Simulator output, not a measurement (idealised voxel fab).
Process module heading - voxel wiring stack
Section shown: cut. Width: 150 nm. Cell size: 5 nm, square.
Cross-section = grid of square cells, listed top down in bands; band = one or more rows.
What a band's entry tells you: where the top is and where the bottom is, as heights in nm, and after that what lies inside, material by material from left to right, each with its width in nm. Empty space is written as the word "blank", and a single material marked with the word "everywhere" occupies the band from edge to edge.
Below 0: as-received wafer, all one material; heights counted from there. Lowest band: no bottom, goes on down, written "0 nm and below".
The width entry "30->40" should be interpreted row by row: the top row of cells in the band takes the first number, the bottom row takes the second number, and the change between adjacent rows is uniform throughout.
Take "changes: none" at face value: in the step it is given for, the cross-section changed in none of its cells.
For the entry "Enclosed internal cavities", the listed items are empty spaces with no open way to the top whose size is 8 cells or more; each item follows the pattern width x height at distance, where distance is from the left edge and all three are in nm.
Step line, after settings: the simulator's comment on this step.
overlay nm: for a step with a mask, the amount by which the mask lay right of where it was planned; a negative amount means left of it.
[Planned step list for the process]
1: RECEIVE | material Si
2: CONFORMAL_DEP | material SiO2 | thk nm 15
3: DIRECTIONAL_DEP | material TiN | thk nm 5
4: DIRECTIONAL_DEP | material Ru | thk nm 15
5: MASKED_ETCH | tone cover | mask id METAL_1 | width nm 25 | pitch nm 45 | etch materials Ru | depth nm 15 | overlay nm 0
6: MASKED_ETCH | tone cover | mask id METAL_1 | width nm 25 | pitch nm 45 | etch materials TiN | depth nm 5 | overlay nm 0
7: CONFORMAL_DEP | material SiN | thk nm 5
8: FILL_DEP | material lowk | thk nm 5
9: CMP | height nm 35
10: CONFORMAL_DEP | material SiCN | thk nm 5
11: DIRECTIONAL_DEP | material SiO2 | thk nm 15
12: MASKED_ETCH | tone open | mask id PLUG_1 | width nm 15 | pitch nm 90 | etch materials SiO2 | depth nm 15 | overlay nm 0
13: MASKED_ETCH | tone open | mask id PLUG_1 | width nm 15 | pitch nm 90 | etch materials SiCN | depth nm 5 | overlay nm 0
14: CONFORMAL_DEP | material TiN | thk nm 5
15: FILL_DEP | material Cu | thk nm 10
16: CMP | height nm 55
17: CONFORMAL_DEP | material SiCN | thk nm 5
18: DIRECTIONAL_DEP | material lowk | thk nm 15
19: DIRECTIONAL_DEP | material aC | thk nm 15
20: PATTERN | tone open | mask id METAL_2 | material resist | width nm 25 | pitch nm 45 | thk nm 30 | overlay nm 0
21: DIRECTIONAL_ETCH | etch materials aC | depth nm 15
22: STRIP | etch materials resist
23: DIRECTIONAL_ETCH | etch materials lowk | depth nm 15
24: DIRECTIONAL_ETCH | etch materials SiCN | depth nm 5
25: STRIP | etch materials aC
26: CONFORMAL_DEP | material TiN | thk nm 5
27: FILL_DEP | material Ru | thk nm 10
28: CMP | height nm 75
29: CONFORMAL_DEP | material SiCN | thk nm 5
30: DIRECTIONAL_DEP | material SiO2 | thk nm 35
31: MASKED_ETCH | tone open | mask id METAL_3_HOLES | width nm 15 | pitch nm 45 | etch materials SiO2 | depth nm 35 | overlay nm 0
32: PATTERN | tone open | mask id METAL_3 | material resist | width nm 25 | pitch nm 45 | thk nm 15 | overlay nm 0
33: DIRECTIONAL_ETCH | etch materials SiO2 | depth nm 20
34: DIRECTIONAL_ETCH | etch materials SiCN | depth nm 5
35: STRIP | etch materials resist
36: CONFORMAL_DEP | material TiN | thk nm 5
37: FILL_DEP | material Cu | thk nm 5
38: CMP | height nm 115
39: CONFORMAL_DEP | material SiN | thk nm 5
[Shown in cross-section is the wafer as received, that is, as it stands after step 1]
  0 nm and below = Si everywhere
  Enclosed internal cavities: none
[Post-module cross-section: identical start and plan to those above, one misstep in execution]
  120 nm to 115 nm = SiN everywhere
  115 nm to 100 nm = SiO2 15 / TiN 5 / Cu 15 / TiN 5 / SiO2 20 / TiN 5 / Cu 15 / TiN 5 / SiO2 20 / TiN 5 / Cu 15 / TiN 5 / SiO2 20
  100 nm to 95 nm = SiO2 15 / TiN 5 / Cu 5 / TiN 15 / SiO2 20 / TiN 5 / Cu 5 / TiN 15 / SiO2 20 / TiN 5 / Cu 5 / TiN 15 / SiO2 20
  95 nm to 80 nm = SiO2 15 / TiN 5 / Cu 5 / TiN 5 / SiO2 30 / TiN 5 / Cu 5 / TiN 5 / SiO2 30 / TiN 5 / Cu 5 / TiN 5 / SiO2 30
  80 nm to 70 nm = SiCN 15 / TiN 15->25 / SiCN 30->20 / TiN 15->25 / SiCN 30->20 / TiN 15->25 / SiCN 30->20
  70 nm to 60 nm = Cu everywhere
  60 nm to 55 nm = TiN 20 / Cu 5 / TiN 85 / Cu 5 / TiN 35
  55 nm to 40 nm = SiO2 15 / TiN 5 / Cu 5 / TiN 5 / SiO2 75 / TiN 5 / Cu 5 / TiN 5 / SiO2 30
  40 nm to 35 nm = SiCN 15 / TiN 15 / SiCN 75 / TiN 15 / SiCN 30
  35 nm to 20 nm = lowk 10 / SiN 5 / Ru 25 / SiN 5 / lowk 10 / SiN 5 / Ru 25 / SiN 5 / lowk 10 / SiN 5 / Ru 25 / SiN 5 / lowk 15
  20 nm to 15 nm = SiN 15 / TiN 25 / SiN 20 / TiN 25 / SiN 20 / TiN 25 / SiN 20
  15 nm to 0 nm = SiO2 everywhere
  0 nm and below = Si everywhere
  Enclosed internal cavities: none
what went wrong: plan step 16: skipped, not run
